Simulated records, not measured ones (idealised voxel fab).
The name of this process module is voxel transistor to metal.
Displayed cross-section: cut, width of 170 nm, square cells sized 5 nm.
Cross-section spec: square-cell grid; bands listed top down; each band is one or more rows.
Read a band's entry like this: the first values are the height of its top and the height of its bottom in nm, and what follows is the sequence of materials from left to right, each with its width in nm. Note that "blank" is empty space, and that a single material marked "full width" reaches across the band from edge to edge.
We count height from 0. Below that, the starting wafer is all one material. The lowest band never ends at the bottom but goes on down; see "0 down" for how that is written.
The two numbers in a width such as "30 to 40" mark its ends across the band: the first belongs to the top row of cells, the second to the bottom row, and from each row to the next the width moves by the same amount.
Basically "nothing got changed" means that step didn't change any cell in the cross-section.
Each empty space that has no open way to the top and spans at least 8 cells appears under "Voids, sealed" as width x height at distance, the distance counted from the left edge, all in nm.
Step line, after settings: the simulator's comment on this step.
"overlay nm" answers the question of how far to the right of plan the mask lay on a step that has a mask, and when it is negative the answer is to the left.

**So here's the lineup of process steps we planned**
1,RECEIVE,material Si
2,OXIDIZE,depth nm 5
3,CONFORMAL_DEP,material SiN,thk nm 10
4,PATTERN,tone cover,mask id ACTIVE,material resist,width nm 95,thk nm 20,overlay nm 0
5,DIRECTIONAL_ETCH,etch materials SiN,depth nm 10
6,DIRECTIONAL_ETCH,etch materials SiO2,depth nm 5
7,DIRECTIONAL_ETCH,etch materials Si,depth nm 35
8,STRIP,etch materials resist
9,OXIDIZE,depth nm 5
10,FILL_DEP,material SiO2,thk nm 15
11,CMP,height nm 10
12,SELECTIVE_ETCH,etch materials SiO2,depth nm 10
13,STRIP,etch materials SiN
14,SELECTIVE_ETCH,etch materials SiO2,depth nm 5
15,OXIDIZE,depth nm 5
16,DIRECTIONAL_DEP,material polySi,thk nm 25
17,DIRECTIONAL_DEP,material SiCN,thk nm 10
18,MASKED_ETCH,tone cover,mask id GATE,width nm 25,etch materials SiCN,depth nm 20,overlay nm 0
19,MASKED_ETCH,tone cover,mask id GATE,width nm 25,etch materials polySi,depth nm 35,overlay nm 0
20,CONFORMAL_DEP,material SiO2,thk nm 5
21,DIRECTIONAL_ETCH,etch materials SiO2,depth nm 5
22,CONFORMAL_DEP,material SiN,thk nm 10
23,DIRECTIONAL_ETCH,etch materials SiN,depth nm 10
24,DIRECTIONAL_ETCH,etch materials SiO2,depth nm 5
25,EPI,material pSi,thk nm 5
26,FILL_DEP,material SiO2,thk nm 10
27,CMP,height nm 20
28,STRIP,etch materials polySi
29,SELECTIVE_ETCH,etch materials SiO2,depth nm 5
30,CONFORMAL_DEP,material HfO2,thk nm 5
31,CONFORMAL_DEP,material TiN,thk nm 5
32,FILL_DEP,material W,thk nm 10
33,CMP,height nm 15
34,DIRECTIONAL_DEP,material SiO2,thk nm 15
35,MASKED_ETCH,tone open,mask id CONTACT,width nm 15,pitch nm 70,etch materials SiO2,depth nm 35,overlay nm 0
36,CONFORMAL_DEP,material TiN,thk nm 5
37,FILL_DEP,material W,thk nm 10
38,CMP,height nm 30
39,CONFORMAL_DEP,material SiN,thk nm 5
40,DIRECTIONAL_DEP,material lowk,thk nm 20
41,MASKED_ETCH,tone open,mask id METAL_1,width nm 15,pitch nm 70,etch materials lowk,depth nm 20,overlay nm -15
42,MASKED_ETCH,tone open,mask id METAL_1,width nm 15,pitch nm 70,etch materials SiN,depth nm 5,overlay nm 0
43,CONFORMAL_DEP,material TiN,thk nm 5
44,FILL_DEP,material W,thk nm 5
45,CMP,height nm 55
46,EPI,material Ru,thk nm 5
47,FILL_DEP,material SiCN,thk nm 5
Quick note for whoever runs this: the wafers start identical, but the overlay nm at step 41 isn't the same across them. The plan just shows what the first wafer had.

**As received, i.e. after step 1: cross-section through the first of several wafers**
> 0 down: Si full width
> Voids, sealed: none

**The table below has one row for each wafer; a row shows, as of the end of the module, how many cells of each material the wafer has gained, marked (+), or lost, marked (-), since it was received, and then the wafer's closed voids**
overlay nm -15, +15 HfO2, +10 Ru, -187 Si, +58 SiCN, +50 SiN, +290 SiO2, +59 TiN, +27 W, +112 lowk, +8 pSi, Voids, sealed: none
overlay nm -10, +15 HfO2, +10 Ru, -187 Si, +58 SiCN, +48 SiN, +290 SiO2, +61 TiN, +27 W, +112 lowk, +8 pSi, Voids, sealed: none
overlay nm -5, +15 HfO2, +10 Ru, -187 Si, +58 SiCN, +46 SiN, +290 SiO2, +63 TiN, +27 W, +112 lowk, +8 pSi, Voids, sealed: none
overlay nm 0, +15 HfO2, +10 Ru, -187 Si, +58 SiCN, +44 SiN, +290 SiO2, +63 TiN, +29 W, +112 lowk, +8 pSi, Voids, sealed: none
overlay nm 5, +15 HfO2, +10 Ru, -187 Si, +58 SiCN, +46 SiN, +290 SiO2, +63 TiN, +27 W, +112 lowk, +8 pSi, Voids, sealed: none
overlay nm 10, +15 HfO2, +10 Ru, -187 Si, +58 SiCN, +48 SiN, +290 SiO2, +61 TiN, +27 W, +112 lowk, +8 pSi, Voids, sealed: none
overlay nm 15, +15 HfO2, +10 Ru, -187 Si, +58 SiCN, +50 SiN, +290 SiO2, +59 TiN, +27 W, +112 lowk, +8 pSi, Voids, sealed: none
